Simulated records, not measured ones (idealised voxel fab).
The following is a process module called voxel capacitor over wiring.
It is cross-section cut that appears here, measuring 145 nm in width, its square cells being 5 nm in size.
Throughout this document, each cross-section is represented as a grid of square cells and is presented as a sequence of bands enumerated from the top downward, where a band comprises one or more rows of cells.
Read a band's entry like this: the first values are the height of its top and the height of its bottom in nm, and what follows is the sequence of materials from left to right, each with its width in nm. Note that "blank" is empty space, and that a single material marked "throughout" reaches across the band from edge to edge.
Height datum 0, below which the as-received substrate wafer is one material. Lowest band open at the bottom, running downward: "z 0 and below".
Width: "30 to 40" (first number = top row, second number = bottom row, same change from row to row of cells).
When a step is marked "remains unaltered", none of the cells in the cross-section changed during that step.
"Enclosed void entries" lists enclosed empty spaces (at least 8 cells, no open path upward to the top), each as width x height at distance from the left edge, in nm.
The remark found on a step's line after its settings is issued by the simulator itself and pertains to that step.
overlay nm: how far to the right of its planned place the mask lay on this masked step (negative: to the left).

STEPS PLANNED FOR THE PROCESS
1,RECEIVE: material Si
2,CONFORMAL_DEP: material SiO2, thk nm 10
3,CONFORMAL_DEP: material SiN, thk nm 5
4,DIRECTIONAL_DEP: material SiO2, thk nm 15
5,PATTERN: tone open, mask id METAL_1, material resist, width nm 20, pitch nm 75, thk nm 15, overlay nm 0
6,DIRECTIONAL_ETCH: etch materials SiO2, depth nm 15
7,DIRECTIONAL_ETCH: etch materials SiN, depth nm 5
8,STRIP: etch materials resist
9,CONFORMAL_DEP: material TiN, thk nm 5
10,FILL_DEP: material Cu, thk nm 5
11,CMP: height nm 30
12,CONFORMAL_DEP: material SiCN, thk nm 5
13,DIRECTIONAL_DEP: material SiO2, thk nm 20
14,PATTERN: tone open, mask id PLUG_1, material resist, width nm 15, thk nm 15, overlay nm 0
15,DIRECTIONAL_ETCH: etch materials SiO2, depth nm 20
16,DIRECTIONAL_ETCH: etch materials SiCN, depth nm 5
17,STRIP: etch materials resist
18,CONFORMAL_DEP: material TiN, thk nm 5
19,FILL_DEP: material Cu, thk nm 10
20,CMP: height nm 55
21,DIRECTIONAL_DEP: material TiN, thk nm 5
22,DIRECTIONAL_DEP: material SiN, thk nm 5
23,DIRECTIONAL_DEP: material TiN, thk nm 5
24,PATTERN: tone cover, mask id UPPER_PLATE, material resist, width nm 60, thk nm 15, overlay nm 0
25,DIRECTIONAL_ETCH: etch materials TiN, depth nm 5
26,DIRECTIONAL_ETCH: etch materials SiN, depth nm 5
27,STRIP: etch materials resist
28,PATTERN: tone cover, mask id LOWER_PLATE, material resist, width nm 70, thk nm 20, overlay nm 0
29,DIRECTIONAL_ETCH: etch materials TiN, depth nm 5
30,STRIP: etch materials resist
31,FILL_DEP: material SiO2, thk nm 20
32,CMP: height nm 85
33,PATTERN: tone open, mask id PLUG_2, material resist, width nm 15, thk nm 15, overlay nm 0
34,DIRECTIONAL_ETCH: etch materials SiO2, depth nm 15
35,STRIP: etch materials resist
36,CONFORMAL_DEP: material TiN, thk nm 5
37,FILL_DEP: material Ru, thk nm 10
38,CMP: height nm 85
39,CONFORMAL_DEP: material SiN, thk nm 5

WAFER AS RECEIVED: CROSS-SECTION FOLLOWING STEP 1
z 0 and below  Si throughout
Enclosed void entries: none

POST-MODULE CROSS-SECTION: IDENTICAL START AND PLAN TO THOSE ABOVE, ONE MISSTEP IN EXECUTION
z 90 to 85  SiN throughout
z 85 to 75  40 of SiO2, then 5 of TiN, then 5 of Ru, then 5 of TiN, then 90 of SiO2
z 75 to 65  40 to 30 of SiO2, then 15 to 60 of TiN, then 90 to 55 of SiO2
z 65 to 60  30 of SiO2, then 60 of SiN, then 55 of SiO2
z 60 to 55  25 of SiO2, then 70 of TiN, then 50 of SiO2
z 55 to 35  30 of SiO2, then 5 of TiN, then 5 of Cu, then 5 of TiN, then 100 of SiO2
z 35 to 30  30 of SiCN, then 15 of TiN, then 100 of SiCN
z 30 to 15  20 of Cu, then 5 of TiN, then 20 of SiO2, then 5 of TiN, then 45 of Cu, then 5 of TiN, then 20 of SiO2, then 5 of TiN, then 20 of Cu
z 15 to 10  25 of TiN, then 20 of SiN, then 55 of TiN, then 20 of SiN, then 25 of TiN
z 10 to 0  SiO2 throughout
z 0 and below  Si throughout
Enclosed void entries: none
What was done differently from what was planned? step 5 was not run as planned; what actually ran was PATTERN: tone cover, mask id METAL_1, material resist, width nm 20, pitch nm 75, thk nm 15, overlay nm 0
